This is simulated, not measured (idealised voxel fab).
process module | voxel self aligned vias
cross-section cut | 285 nm wide | cells 5 nm
A cross-section in this document is a grid of square cells, and it is written down as bands, the top band listed before the ones below it; a band is made up of one or more rows of cells. First you get the band's top height and its bottom height, in nm, and then the materials it's made of, left to right, with each width in nm. If you see a single material with "throughout", that one covers the band edge to edge. "blank" is empty space. We count height from 0. Below that, the starting wafer is all one material. The lowest band never ends at the bottom but goes on down; see "from 0 down" for how that is written. Read "30->40" as a graded width: first number on top, second number at the bottom, same change between each pair of neighbouring rows. "nothing was modified" after a step means that no cell of the cross-section changed. Basically, "Sealed internal voids" tells you about the enclosed voids: empty spaces with no open way to the top, 8 cells or bigger, each written width x height at distance, where distance is from the left edge, all in nm. Where a step's line continues beyond its settings, the continuation is a remark by the simulator itself on that step. The "overlay nm" setting may appear on a step's line; for a step that uses a mask, it gives how far to the right of its planned position the mask lay, and a negative value indicates the left.
### The following list gives the planned process steps
1,RECEIVE (material Si)
2,CONFORMAL_DEP (material SiO2; thk nm 15)
3,CONFORMAL_DEP (material SiCN; thk nm 5)
4,DIRECTIONAL_DEP (material lowk; thk nm 25)
5,PATTERN (tone open; mask id LINES; material resist; width nm 30; pitch nm 70; thk nm 20; overlay nm 0)
6,DIRECTIONAL_ETCH (etch materials lowk; depth nm 25)
7,STRIP (etch materials resist)
8,CONFORMAL_DEP (material TiN; thk nm 5)
9,FILL_DEP (material Ru; thk nm 10)
10,CMP (height nm 45)
11,SELECTIVE_ETCH (etch materials W Ru TiN; depth nm 5)
12,FILL_DEP (material SiN; thk nm 10)
13,CMP (height nm 45)
14,DIRECTIONAL_DEP (material lowk; thk nm 20)
15,PATTERN (tone open; mask id VIAS; material resist; width nm 40; pitch nm 70; thk nm 15; overlay nm 0)
16,DIRECTIONAL_ETCH (etch materials lowk; depth nm 20)
17,DIRECTIONAL_ETCH (etch materials SiN; depth nm 5)
18,STRIP (etch materials resist)
19,CONFORMAL_DEP (material TiN; thk nm 5)
20,FILL_DEP (material Cu; thk nm 10)
21,CMP (height nm 65)
22,CONFORMAL_DEP (material SiN; thk nm 5)
### This is the cross-section of the wafer as we received it, i.e. after step 1
from 0 down: Si throughout
Sealed internal voids: none
### This is how the wafer looks in cross-section once the module is done, given the starting state and plan above and one mistake in carrying the plan out
from 70 to 65: SiN throughout
from 65 to 50: 85 nm lowk, 5 nm TiN, 30 nm Cu, 5 nm TiN, 30 nm lowk, 5 nm TiN, 30 nm Cu, 5 nm TiN, 90 nm lowk
from 50 to 45: 85 nm lowk, 40 nm TiN, 30 nm lowk, 40 nm TiN, 90 nm lowk
from 45 to 40: 85 nm SiN, 5 nm TiN, 30 nm lowk, 5 nm TiN, 30 nm SiN, 5 nm TiN, 30 nm lowk, 5 nm TiN, 90 nm SiN
from 40 to 25: 85 nm Ru, 5 nm TiN, 30 nm lowk, 5 nm TiN, 30 nm Ru, 5 nm TiN, 30 nm lowk, 5 nm TiN, 90 nm Ru
from 25 to 20: 90 nm TiN, 30 nm lowk, 40 nm TiN, 30 nm lowk, 95 nm TiN
from 20 to 15: SiCN throughout
from 15 to 0: SiO2 throughout
from 0 down: Si throughout
Sealed internal voids: none
Short version of what went wrong: it should be noted that step 5 was executed with settings other than those planned, the operation and settings actually applied being PATTERN (tone cover; mask id LINES; material resist; width nm 30; pitch nm 70; thk nm 20; overlay nm 0)
